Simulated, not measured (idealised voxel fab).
process module | voxel transistor to metal
cross-section cut | 215 nm wide | cells 5 nm
A cross-section is a grid of square cells, given in bands from the top down. A band is one or more rows of cells.
Each band's line starts with the height of the band's top and of its bottom, in nm. Then come its materials from left to right, each with its width in nm. One material with "throughout" fills the band from edge to edge. "air" is empty space.
Height 0 is the level under which the wafer as received is all one material. The lowest band goes on downwards, as in "0 down".
A width such as "30 to 40" changes by the same amount from each row of cells to the next, from the band's top row to its bottom row.
"no change" after a step means that no cell of the cross-section changed.
closed voids: empty space of 8 cells or more with no open way to the top, each as width x height at its distance from the left edge, in nm
after a step's settings: what the simulator itself notes on the step
overlay nm, on a step with a mask: how far to the right of its planned place the mask lay; to the left if negative
plan
1 op RECEIVE | material Si
2 op OXIDIZE | depth nm 5
3 op CONFORMAL_DEP | material SiN | thk nm 15
4 op MASKED_ETCH | tone cover | mask id ACTIVE | width nm 95 | etch materials SiN | depth nm 15 | overlay nm 0
5 op MASKED_ETCH | tone cover | mask id ACTIVE | width nm 95 | etch materials SiO2 | depth nm 5 | overlay nm 0
6 op MASKED_ETCH | tone cover | mask id ACTIVE | width nm 95 | etch materials Si | depth nm 35 | overlay nm 0
7 op OXIDIZE | depth nm 5
8 op FILL_DEP | material SiO2 | thk nm 10
9 op CMP | height nm 15
10 op SELECTIVE_ETCH | etch materials SiO2 | depth nm 5
11 op STRIP | etch materials SiN
12 op SELECTIVE_ETCH | etch materials SiO2 | depth nm 5
13 op OXIDIZE | depth nm 5
14 op DIRECTIONAL_DEP | material polySi | thk nm 30
15 op DIRECTIONAL_DEP | material SiCN | thk nm 15
16 op MASKED_ETCH | tone cover | mask id GATE | width nm 15 | etch materials SiCN | depth nm 25 | overlay nm 0
17 op MASKED_ETCH | tone cover | mask id GATE | width nm 15 | etch materials polySi | depth nm 40 | overlay nm 0
18 op CONFORMAL_DEP | material SiO2 | thk nm 5
19 op DIRECTIONAL_ETCH | etch materials SiO2 | depth nm 5
20 op CONFORMAL_DEP | material SiN | thk nm 5
21 op DIRECTIONAL_ETCH | etch materials SiN | depth nm 5
22 op DIRECTIONAL_ETCH | etch materials SiO2 | depth nm 5
23 op DIRECTIONAL_ETCH | etch materials Si | depth nm 15
24 op EPI | material SiGe | thk nm 20
25 op FILL_DEP | material SiO2 | thk nm 10
26 op CMP | height nm 40
27 op DIRECTIONAL_DEP | material SiO2 | thk nm 15
28 op MASKED_ETCH | tone open | mask id CONTACT | width nm 25 | pitch nm 50 | etch materials SiO2 | depth nm 45 | overlay nm 0
29 op CONFORMAL_DEP | material TiN | thk nm 5
30 op FILL_DEP | material Ru | thk nm 10
31 op CMP | height nm 55
32 op CONFORMAL_DEP | material SiN | thk nm 5
33 op DIRECTIONAL_DEP | material lowk | thk nm 15
34 op PATTERN | tone open | mask id METAL_1 | material resist | width nm 15 | pitch nm 60 | thk nm 20 | overlay nm 0
35 op DIRECTIONAL_ETCH | etch materials lowk | depth nm 15
36 op DIRECTIONAL_ETCH | etch materials SiN | depth nm 5
37 op STRIP | etch materials resist
38 op CONFORMAL_DEP | material TiN | thk nm 5
39 op FILL_DEP | material W | thk nm 5
40 op CMP | height nm 75
41 op EPI | material Ru | thk nm 5
42 op FILL_DEP | material SiCN | thk nm 5
first wafer, as planned
as received, after step 1
  0 down: Si throughout
  closed voids: none
after step 2
  0 to -5: SiO2 throughout
  below -5: unchanged
after step 3
  15 to 0: SiN throughout
  below 0: unchanged
after step 4
  15 to 0: air 60 | SiN 95 | air 60
  below 0: unchanged
after step 5
  15 to 0: air 60 | SiN 95 | air 60
  0 to -5: air 60 | SiO2 95 | air 60
  below -5: unchanged
after step 6
  15 to 0: air 60 | SiN 95 | air 60
  0 to -5: air 60 | SiO2 95 | air 60
  -5 to -40: air 60 | Si 95 | air 60
  below -40: unchanged
after step 7
  15 to 0: air 60 | SiN 95 | air 60
  0 to -5: air 60 | SiO2 95 | air 60
  -5 to -40: air 60 | SiO2 5 | Si 85 | SiO2 5 | air 60
  -40 to -45: SiO2 65 | Si 85 | SiO2 65
  below -45: unchanged
after step 8
  25 to 15: SiO2 throughout
  15 to 0: SiO2 60 | SiN 95 | SiO2 60
  0 to -5: SiO2 throughout
  -5 to -45: SiO2 65 | Si 85 | SiO2 65
  below -45: unchanged
after step 9
  15 to 0: SiO2 60 | SiN 95 | SiO2 60
  below 0: unchanged
after step 10
  15 to 10: air 60 | SiN 95 | air 60
  below 10: unchanged
after step 11
  10 to 0: SiO2 60 | air 95 | SiO2 60
  below 0: unchanged
after step 12
  5 to -5: SiO2 55 | air 105 | SiO2 55
  below -5: unchanged
after step 13
  5 to -5: SiO2 55 | air 105 | SiO2 55
  -5 to -10: SiO2 throughout
  below -10: unchanged
after step 14
  35 to 25: polySi 55 | air 105 | polySi 55
  25 to 5: polySi throughout
  5 to -5: SiO2 55 | polySi 105 | SiO2 55
  below -5: unchanged
after step 15
  50 to 40: SiCN 55 | air 105 | SiCN 55
  40 to 35: SiCN throughout
  35 to 25: polySi 55 | SiCN 105 | polySi 55
  below 25: unchanged
after step 16
  40 to 35: air 100 | SiCN 15 | air 100
  35 to 25: polySi 55 | air 45 | SiCN 15 | air 45 | polySi 55
  below 25: unchanged
after step 17
  40 to 25: air 100 | SiCN 15 | air 100
  25 to 5: air 100 | polySi 15 | air 100
  5 to -5: SiO2 55 | air 45 | polySi 15 | air 45 | SiO2 55
  below -5: unchanged
after step 18
  45 to 40: air 95 | SiO2 25 | air 95
  40 to 25: air 95 | SiO2 5 | SiCN 15 | SiO2 5 | air 95
  25 to 10: air 95 | SiO2 5 | polySi 15 | SiO2 5 | air 95
  10 to 0: SiO2 60 | air 35 | SiO2 5 | polySi 15 | SiO2 5 | air 35 | SiO2 60
  0 to -5: SiO2 100 | polySi 15 | SiO2 100
  below -5: unchanged
after step 19
  40 to 25: air 95 | SiO2 5 | SiCN 15 | SiO2 5 | air 95
  25 to 5: air 95 | SiO2 5 | polySi 15 | SiO2 5 | air 95
  5 to -5: SiO2 60 | air 35 | SiO2 5 | polySi 15 | SiO2 5 | air 35 | SiO2 60
  below -5: unchanged
after step 20
  45 to 40: air 90 | SiN 35 | air 90
  40 to 25: air 90 | SiN 5 | SiO2 5 | SiCN 15 | SiO2 5 | SiN 5 | air 90
  25 to 10: air 90 | SiN 5 | SiO2 5 | polySi 15 | SiO2 5 | SiN 5 | air 90
  10 to 5: SiN 65 | air 25 | SiN 5 | SiO2 5 | polySi 15 | SiO2 5 | SiN 5 | air 25 | SiN 65
  5 to 0: SiO2 60 | SiN 5 | air 25 | SiN 5 | SiO2 5 | polySi 15 | SiO2 5 | SiN 5 | air 25 | SiN 5 | SiO2 60
  0 to -5: SiO2 60 | SiN 35 | SiO2 5 | polySi 15 | SiO2 5 | SiN 35 | SiO2 60
  below -5: unchanged
after step 21
  40 to 25: air 90 | SiN 5 | SiO2 5 | SiCN 15 | SiO2 5 | SiN 5 | air 90
  25 to 5: air 90 | SiN 5 | SiO2 5 | polySi 15 | SiO2 5 | SiN 5 | air 90
  5 to -5: SiO2 60 | SiN 5 | air 25 | SiN 5 | SiO2 5 | polySi 15 | SiO2 5 | SiN 5 | air 25 | SiN 5 | SiO2 60
  below -5: unchanged
after step 22
  40 to 35: air 90 | SiN 5 | air 5 | SiCN 15 | air 5 | SiN 5 | air 90
  35 to 25: air 90 | SiN 5 | SiO2 5 | SiCN 15 | SiO2 5 | SiN 5 | air 90
  25 to 5: air 90 | SiN 5 | SiO2 5 | polySi 15 | SiO2 5 | SiN 5 | air 90
  5 to 0: air 60 | SiN 5 | air 25 | SiN 5 | SiO2 5 | polySi 15 | SiO2 5 | SiN 5 | air 25 | SiN 5 | air 60
  0 to -5: SiO2 60 | SiN 5 | air 25 | SiN 5 | SiO2 5 | polySi 15 | SiO2 5 | SiN 5 | air 25 | SiN 5 | SiO2 60
  -5 to -10: SiO2 65 | air 25 | SiO2 35 | air 25 | SiO2 65
  below -10: unchanged
after step 23
  40 to 35: air 90 | SiN 5 | air 5 | SiCN 15 | air 5 | SiN 5 | air 90
  35 to 25: air 90 | SiN 5 | SiO2 5 | SiCN 15 | SiO2 5 | SiN 5 | air 90
  25 to 5: air 90 | SiN 5 | SiO2 5 | polySi 15 | SiO2 5 | SiN 5 | air 90
  5 to 0: air 60 | SiN 5 | air 25 | SiN 5 | SiO2 5 | polySi 15 | SiO2 5 | SiN 5 | air 25 | SiN 5 | air 60
  0 to -5: SiO2 60 | SiN 5 | air 25 | SiN 5 | SiO2 5 | polySi 15 | SiO2 5 | SiN 5 | air 25 | SiN 5 | SiO2 60
  -5 to -10: SiO2 65 | air 25 | SiO2 35 | air 25 | SiO2 65
  -10 to -25: SiO2 65 | air 25 | Si 35 | air 25 | SiO2 65
  below -25: unchanged
after step 24
  40 to 35: air 90 | SiN 5 | air 5 | SiCN 15 | air 5 | SiN 5 | air 90
  35 to 25: air 90 | SiN 5 | SiO2 5 | SiCN 15 | SiO2 5 | SiN 5 | air 90
  25 to 10: air 90 | SiN 5 | SiO2 5 | polySi 15 | SiO2 5 | SiN 5 | air 90
  10 to 5: air 70 | SiGe 20 | SiN 5 | SiO2 5 | polySi 15 | SiO2 5 | SiN 5 | SiGe 20 | air 70
  5 to 0: air 60 | SiN 5 | air 5 | SiGe 20 | SiN 5 | SiO2 5 | polySi 15 | SiO2 5 | SiN 5 | SiGe 20 | air 5 | SiN 5 | air 60
  0 to -5: SiO2 60 | SiN 5 | air 5 | SiGe 20 | SiN 5 | SiO2 5 | polySi 15 | SiO2 5 | SiN 5 | SiGe 20 | air 5 | SiN 5 | SiO2 60
  -5 to -10: SiO2 65 | SiGe 25 | SiO2 35 | SiGe 25 | SiO2 65
  -10 to -25: SiO2 65 | SiGe 25 | Si 35 | SiGe 25 | SiO2 65
  below -25: unchanged
after step 25
  50 to 40: SiO2 throughout
  40 to 25: SiO2 90 | SiN 5 | SiO2 5 | SiCN 15 | SiO2 5 | SiN 5 | SiO2 90
  25 to 10: SiO2 90 | SiN 5 | SiO2 5 | polySi 15 | SiO2 5 | SiN 5 | SiO2 90
  10 to 5: SiO2 70 | SiGe 20 | SiN 5 | SiO2 5 | polySi 15 | SiO2 5 | SiN 5 | SiGe 20 | SiO2 70
  5 to -5: SiO2 60 | SiN 5 | SiO2 5 | SiGe 20 | SiN 5 | SiO2 5 | polySi 15 | SiO2 5 | SiN 5 | SiGe 20 | SiO2 5 | SiN 5 | SiO2 60
  below -5: unchanged
after step 26
  40 to 25: SiO2 90 | SiN 5 | SiO2 5 | SiCN 15 | SiO2 5 | SiN 5 | SiO2 90
  below 25: unchanged
after step 27
  55 to 40: SiO2 throughout
  below 40: unchanged
after step 28
  55 to 40: SiO2 70 | air 25 | SiO2 25 | air 25 | SiO2 70
  40 to 25: SiO2 70 | air 20 | SiN 5 | SiO2 5 | SiCN 15 | SiO2 5 | SiN 5 | air 20 | SiO2 70
  25 to 10: SiO2 70 | air 20 | SiN 5 | SiO2 5 | polySi 15 | SiO2 5 | SiN 5 | air 20 | SiO2 70
  below 10: unchanged
after step 29
  60 to 55: TiN 75 | air 15 | TiN 35 | air 15 | TiN 75
  55 to 45: SiO2 70 | TiN 5 | air 15 | TiN 5 | SiO2 25 | TiN 5 | air 15 | TiN 5 | SiO2 70
  45 to 40: SiO2 70 | TiN 5 | air 10 | TiN 10 | SiO2 25 | TiN 10 | air 10 | TiN 5 | SiO2 70
  40 to 25: SiO2 70 | TiN 5 | air 10 | TiN 5 | SiN 5 | SiO2 5 | SiCN 15 | SiO2 5 | SiN 5 | TiN 5 | air 10 | TiN 5 | SiO2 70
  25 to 15: SiO2 70 | TiN 5 | air 10 | TiN 5 | SiN 5 | SiO2 5 | polySi 15 | SiO2 5 | SiN 5 | TiN 5 | air 10 | TiN 5 | SiO2 70
  15 to 10: SiO2 70 | TiN 20 | SiN 5 | SiO2 5 | polySi 15 | SiO2 5 | SiN 5 | TiN 20 | SiO2 70
  below 10: unchanged
after step 30
  70 to 60: Ru throughout
  60 to 55: TiN 75 | Ru 15 | TiN 35 | Ru 15 | TiN 75
  55 to 45: SiO2 70 | TiN 5 | Ru 15 | TiN 5 | SiO2 25 | TiN 5 | Ru 15 | TiN 5 | SiO2 70
  45 to 40: SiO2 70 | TiN 5 | Ru 10 | TiN 10 | SiO2 25 | TiN 10 | Ru 10 | TiN 5 | SiO2 70
  40 to 25: SiO2 70 | TiN 5 | Ru 10 | TiN 5 | SiN 5 | SiO2 5 | SiCN 15 | SiO2 5 | SiN 5 | TiN 5 | Ru 10 | TiN 5 | SiO2 70
  25 to 15: SiO2 70 | TiN 5 | Ru 10 | TiN 5 | SiN 5 | SiO2 5 | polySi 15 | SiO2 5 | SiN 5 | TiN 5 | Ru 10 | TiN 5 | SiO2 70
  below 15: unchanged
after step 31
  55 to 45: SiO2 70 | TiN 5 | Ru 15 | TiN 5 | SiO2 25 | TiN 5 | Ru 15 | TiN 5 | SiO2 70
  below 45: unchanged
after step 32
  60 to 55: SiN throughout
  below 55: unchanged
after step 33
  75 to 60: lowk throughout
  below 60: unchanged
after step 34
  95 to 75: resist 70 | air 15 | resist 45 | air 15 | resist 70
  below 75: unchanged
after step 35
  95 to 75: resist 70 | air 15 | resist 45 | air 15 | resist 70
  75 to 60: lowk 70 | air 15 | lowk 45 | air 15 | lowk 70
  below 60: unchanged
after step 36
  95 to 75: resist 70 | air 15 | resist 45 | air 15 | resist 70
  75 to 60: lowk 70 | air 15 | lowk 45 | air 15 | lowk 70
  60 to 55: SiN 70 | air 15 | SiN 45 | air 15 | SiN 70
  below 55: unchanged
after step 37
  75 to 60: lowk 70 | air 15 | lowk 45 | air 15 | lowk 70
  below 60: unchanged
after step 38
  80 to 75: TiN 75 | air 5 | TiN 55 | air 5 | TiN 75
  75 to 60: lowk 70 | TiN 5 | air 5 | TiN 5 | lowk 45 | TiN 5 | air 5 | TiN 5 | lowk 70
  60 to 55: SiN 70 | TiN 15 | SiN 45 | TiN 15 | SiN 70
  below 55: unchanged
after step 39
  85 to 80: W throughout
  80 to 75: TiN 75 | W 5 | TiN 55 | W 5 | TiN 75
  75 to 60: lowk 70 | TiN 5 | W 5 | TiN 5 | lowk 45 | TiN 5 | W 5 | TiN 5 | lowk 70
  below 60: unchanged
after step 40
  75 to 60: lowk 70 | TiN 5 | W 5 | TiN 5 | lowk 45 | TiN 5 | W 5 | TiN 5 | lowk 70
  below 60: unchanged
after step 41
  80 to 75: air 65 | Ru 25 | air 35 | Ru 25 | air 65
  below 75: unchanged
after step 42
  85 to 80: SiCN throughout
  80 to 75: SiCN 65 | Ru 25 | SiCN 35 | Ru 25 | SiCN 65
  below 75: unchanged
second wafer: like start, like plan, one mistake. Through step 3 it matches the first wafer
when step 4 should have ended
  15 to 0: air 65 | SiN 90 | air 60
  below 0: unchanged
when step 5 should have ended
  15 to 0: air 65 | SiN 90 | air 60
  0 to -5: air 60 | SiO2 95 | air 60
  below -5: unchanged
when step 6 should have ended
  15 to 0: air 65 | SiN 90 | air 60
  0 to -5: air 60 | SiO2 95 | air 60
  -5 to -40: air 60 | Si 95 | air 60
  below -40: unchanged
when step 7 should have ended
  15 to 0: air 65 | SiN 90 | air 60
  0 to -5: air 60 | SiO2 95 | air 60
  -5 to -40: air 60 | SiO2 5 | Si 85 | SiO2 5 | air 60
  -40 to -45: SiO2 65 | Si 85 | SiO2 65
  below -45: unchanged
when step 8 should have ended
  25 to 15: SiO2 throughout
  15 to 0: SiO2 65 | SiN 90 | SiO2 60
  0 to -5: SiO2 throughout
  -5 to -45: SiO2 65 | Si 85 | SiO2 65
  below -45: unchanged
when step 9 should have ended
  15 to 0: SiO2 65 | SiN 90 | SiO2 60
  below 0: unchanged
when step 10 should have ended
  15 to 10: air 65 | SiN 90 | air 60
  below 10: unchanged
when step 11 should have ended
  10 to 0: SiO2 65 | air 90 | SiO2 60
  below 0: unchanged
when step 12 should have ended
  5 to -5: SiO2 60 | air 100 | SiO2 55
  below -5: unchanged
when step 13 should have ended
  5 to -5: SiO2 60 | air 100 | SiO2 55
  -5 to -10: SiO2 throughout
  below -10: unchanged
when step 14 should have ended
  35 to 25: polySi 60 | air 100 | polySi 55
  25 to 5: polySi throughout
  5 to -5: SiO2 60 | polySi 100 | SiO2 55
  below -5: unchanged
when step 15 should have ended
  50 to 40: SiCN 60 | air 100 | SiCN 55
  40 to 35: SiCN throughout
  35 to 25: polySi 60 | SiCN 100 | polySi 55
  below 25: unchanged
when step 16 should have ended
  40 to 35: air 100 | SiCN 15 | air 100
  35 to 25: polySi 60 | air 40 | SiCN 15 | air 45 | polySi 55
  below 25: unchanged
when step 17 should have ended
  40 to 25: air 100 | SiCN 15 | air 100
  25 to 5: air 100 | polySi 15 | air 100
  5 to -5: SiO2 60 | air 40 | polySi 15 | air 45 | SiO2 55
  below -5: unchanged
when step 18 should have ended
  45 to 40: air 95 | SiO2 25 | air 95
  40 to 25: air 95 | SiO2 5 | SiCN 15 | SiO2 5 | air 95
  25 to 10: air 95 | SiO2 5 | polySi 15 | SiO2 5 | air 95
  10 to 0: SiO2 65 | air 30 | SiO2 5 | polySi 15 | SiO2 5 | air 35 | SiO2 60
  0 to -5: SiO2 100 | polySi 15 | SiO2 100
  below -5: unchanged
when step 19 should have ended
  40 to 25: air 95 | SiO2 5 | SiCN 15 | SiO2 5 | air 95
  25 to 5: air 95 | SiO2 5 | polySi 15 | SiO2 5 | air 95
  5 to -5: SiO2 65 | air 30 | SiO2 5 | polySi 15 | SiO2 5 | air 35 | SiO2 60
  below -5: unchanged
when step 20 should have ended
  45 to 40: air 90 | SiN 35 | air 90
  40 to 25: air 90 | SiN 5 | SiO2 5 | SiCN 15 | SiO2 5 | SiN 5 | air 90
  25 to 10: air 90 | SiN 5 | SiO2 5 | polySi 15 | SiO2 5 | SiN 5 | air 90
  10 to 5: SiN 70 | air 20 | SiN 5 | SiO2 5 | polySi 15 | SiO2 5 | SiN 5 | air 25 | SiN 65
  5 to 0: SiO2 65 | SiN 5 | air 20 | SiN 5 | SiO2 5 | polySi 15 | SiO2 5 | SiN 5 | air 25 | SiN 5 | SiO2 60
  0 to -5: SiO2 65 | SiN 30 | SiO2 5 | polySi 15 | SiO2 5 | SiN 35 | SiO2 60
  below -5: unchanged
when step 21 should have ended
  40 to 25: air 90 | SiN 5 | SiO2 5 | SiCN 15 | SiO2 5 | SiN 5 | air 90
  25 to 5: air 90 | SiN 5 | SiO2 5 | polySi 15 | SiO2 5 | SiN 5 | air 90
  5 to -5: SiO2 65 | SiN 5 | air 20 | SiN 5 | SiO2 5 | polySi 15 | SiO2 5 | SiN 5 | air 25 | SiN 5 | SiO2 60
  below -5: unchanged
when step 22 should have ended
  40 to 35: air 90 | SiN 5 | air 5 | SiCN 15 | air 5 | SiN 5 | air 90
  35 to 25: air 90 | SiN 5 | SiO2 5 | SiCN 15 | SiO2 5 | SiN 5 | air 90
  25 to 5: air 90 | SiN 5 | SiO2 5 | polySi 15 | SiO2 5 | SiN 5 | air 90
  5 to 0: air 65 | SiN 5 | air 20 | SiN 5 | SiO2 5 | polySi 15 | SiO2 5 | SiN 5 | air 25 | SiN 5 | air 60
  0 to -5: SiO2 65 | SiN 5 | air 20 | SiN 5 | SiO2 5 | polySi 15 | SiO2 5 | SiN 5 | air 25 | SiN 5 | SiO2 60
  -5 to -10: SiO2 70 | air 20 | SiO2 35 | air 25 | SiO2 65
  below -10: unchanged
when step 23 should have ended
  40 to 35: air 90 | SiN 5 | air 5 | SiCN 15 | air 5 | SiN 5 | air 90
  35 to 25: air 90 | SiN 5 | SiO2 5 | SiCN 15 | SiO2 5 | SiN 5 | air 90
  25 to 5: air 90 | SiN 5 | SiO2 5 | polySi 15 | SiO2 5 | SiN 5 | air 90
  5 to 0: air 65 | SiN 5 | air 20 | SiN 5 | SiO2 5 | polySi 15 | SiO2 5 | SiN 5 | air 25 | SiN 5 | air 60
  0 to -5: SiO2 65 | SiN 5 | air 20 | SiN 5 | SiO2 5 | polySi 15 | SiO2 5 | SiN 5 | air 25 | SiN 5 | SiO2 60
  -5 to -10: SiO2 70 | air 20 | SiO2 35 | air 25 | SiO2 65
  -10 to -25: SiO2 65 | Si 5 | air 20 | Si 35 | air 25 | SiO2 65
  below -25: unchanged
when step 24 should have ended
  40 to 35: air 90 | SiN 5 | air 5 | SiCN 15 | air 5 | SiN 5 | air 90
  35 to 25: air 90 | SiN 5 | SiO2 5 | SiCN 15 | SiO2 5 | SiN 5 | air 90
  25 to 10: air 90 | SiN 5 | SiO2 5 | polySi 15 | SiO2 5 | SiN 5 | air 90
  10 to 5: air 65 | SiGe 25 | SiN 5 | SiO2 5 | polySi 15 | SiO2 5 | SiN 5 | SiGe 20 | air 70
  5 to 0: air 65 | SiN 5 | SiGe 20 | SiN 5 | SiO2 5 | polySi 15 | SiO2 5 | SiN 5 | SiGe 20 | air 5 | SiN 5 | air 60
  0 to -5: SiO2 65 | SiN 5 | SiGe 20 | SiN 5 | SiO2 5 | polySi 15 | SiO2 5 | SiN 5 | SiGe 20 | air 5 | SiN 5 | SiO2 60
  -5 to -10: SiO2 70 | SiGe 20 | SiO2 35 | SiGe 25 | SiO2 65
  -10 to -25: SiO2 65 | Si 5 | SiGe 20 | Si 35 | SiGe 25 | SiO2 65
  below -25: unchanged
when step 25 should have ended
  50 to 40: SiO2 throughout
  40 to 25: SiO2 90 | SiN 5 | SiO2 5 | SiCN 15 | SiO2 5 | SiN 5 | SiO2 90
  25 to 10: SiO2 90 | SiN 5 | SiO2 5 | polySi 15 | SiO2 5 | SiN 5 | SiO2 90
  10 to 5: SiO2 65 | SiGe 25 | SiN 5 | SiO2 5 | polySi 15 | SiO2 5 | SiN 5 | SiGe 20 | SiO2 70
  5 to -5: SiO2 65 | SiN 5 | SiGe 20 | SiN 5 | SiO2 5 | polySi 15 | SiO2 5 | SiN 5 | SiGe 20 | SiO2 5 | SiN 5 | SiO2 60
  below -5: unchanged
when step 26 should have ended
  40 to 25: SiO2 90 | SiN 5 | SiO2 5 | SiCN 15 | SiO2 5 | SiN 5 | SiO2 90
  below 25: unchanged
when step 27 should have ended
  55 to 40: SiO2 throughout
  below 40: unchanged
when step 28 should have ended
  55 to 40: SiO2 70 | air 25 | SiO2 25 | air 25 | SiO2 70
  40 to 25: SiO2 70 | air 20 | SiN 5 | SiO2 5 | SiCN 15 | SiO2 5 | SiN 5 | air 20 | SiO2 70
  25 to 10: SiO2 70 | air 20 | SiN 5 | SiO2 5 | polySi 15 | SiO2 5 | SiN 5 | air 20 | SiO2 70
  below 10: unchanged
when step 29 should have ended
  60 to 55: TiN 75 | air 15 | TiN 35 | air 15 | TiN 75
  55 to 45: SiO2 70 | TiN 5 | air 15 | TiN 5 | SiO2 25 | TiN 5 | air 15 | TiN 5 | SiO2 70
  45 to 40: SiO2 70 | TiN 5 | air 10 | TiN 10 | SiO2 25 | TiN 10 | air 10 | TiN 5 | SiO2 70
  40 to 25: SiO2 70 | TiN 5 | air 10 | TiN 5 | SiN 5 | SiO2 5 | SiCN 15 | SiO2 5 | SiN 5 | TiN 5 | air 10 | TiN 5 | SiO2 70
  25 to 15: SiO2 70 | TiN 5 | air 10 | TiN 5 | SiN 5 | SiO2 5 | polySi 15 | SiO2 5 | SiN 5 | TiN 5 | air 10 | TiN 5 | SiO2 70
  15 to 10: SiO2 70 | TiN 20 | SiN 5 | SiO2 5 | polySi 15 | SiO2 5 | SiN 5 | TiN 20 | SiO2 70
  below 10: unchanged
when step 30 should have ended
  70 to 60: Ru throughout
  60 to 55: TiN 75 | Ru 15 | TiN 35 | Ru 15 | TiN 75
  55 to 45: SiO2 70 | TiN 5 | Ru 15 | TiN 5 | SiO2 25 | TiN 5 | Ru 15 | TiN 5 | SiO2 70
  45 to 40: SiO2 70 | TiN 5 | Ru 10 | TiN 10 | SiO2 25 | TiN 10 | Ru 10 | TiN 5 | SiO2 70
  40 to 25: SiO2 70 | TiN 5 | Ru 10 | TiN 5 | SiN 5 | SiO2 5 | SiCN 15 | SiO2 5 | SiN 5 | TiN 5 | Ru 10 | TiN 5 | SiO2 70
  25 to 15: SiO2 70 | TiN 5 | Ru 10 | TiN 5 | SiN 5 | SiO2 5 | polySi 15 | SiO2 5 | SiN 5 | TiN 5 | Ru 10 | TiN 5 | SiO2 70
  below 15: unchanged
when step 31 should have ended
  55 to 45: SiO2 70 | TiN 5 | Ru 15 | TiN 5 | SiO2 25 | TiN 5 | Ru 15 | TiN 5 | SiO2 70
  below 45: unchanged
when step 32 should have ended
  60 to 55: SiN throughout
  below 55: unchanged
when step 33 should have ended
  75 to 60: lowk throughout
  below 60: unchanged
when step 34 should have ended
  95 to 75: resist 70 | air 15 | resist 45 | air 15 | resist 70
  below 75: unchanged
when step 35 should have ended
  95 to 75: resist 70 | air 15 | resist 45 | air 15 | resist 70
  75 to 60: lowk 70 | air 15 | lowk 45 | air 15 | lowk 70
  below 60: unchanged
when step 36 should have ended
  95 to 75: resist 70 | air 15 | resist 45 | air 15 | resist 70
  75 to 60: lowk 70 | air 15 | lowk 45 | air 15 | lowk 70
  60 to 55: SiN 70 | air 15 | SiN 45 | air 15 | SiN 70
  below 55: unchanged
when step 37 should have ended
  75 to 60: lowk 70 | air 15 | lowk 45 | air 15 | lowk 70
  below 60: unchanged
when step 38 should have ended
  80 to 75: TiN 75 | air 5 | TiN 55 | air 5 | TiN 75
  75 to 60: lowk 70 | TiN 5 | air 5 | TiN 5 | lowk 45 | TiN 5 | air 5 | TiN 5 | lowk 70
  60 to 55: SiN 70 | TiN 15 | SiN 45 | TiN 15 | SiN 70
  below 55: unchanged
when step 39 should have ended
  85 to 80: W throughout
  80 to 75: TiN 75 | W 5 | TiN 55 | W 5 | TiN 75
  75 to 60: lowk 70 | TiN 5 | W 5 | TiN 5 | lowk 45 | TiN 5 | W 5 | TiN 5 | lowk 70
  below 60: unchanged
when step 40 should have ended
  75 to 60: lowk 70 | TiN 5 | W 5 | TiN 5 | lowk 45 | TiN 5 | W 5 | TiN 5 | lowk 70
  below 60: unchanged
when step 41 should have ended
  80 to 75: air 65 | Ru 25 | air 35 | Ru 25 | air 65
  below 75: unchanged
when step 42 should have ended
  85 to 80: SiCN throughout
  80 to 75: SiCN 65 | Ru 25 | SiCN 35 | Ru 25 | SiCN 65
  below 75: unchanged
what went wrong: step 4 ran as: op MASKED_ETCH | tone cover | mask id ACTIVE | width nm 90 | etch materials SiN | depth nm 15 | overlay nm 0
at the end the second wafer has, in cells: 3 more of Si | 3 fewer of SiGe
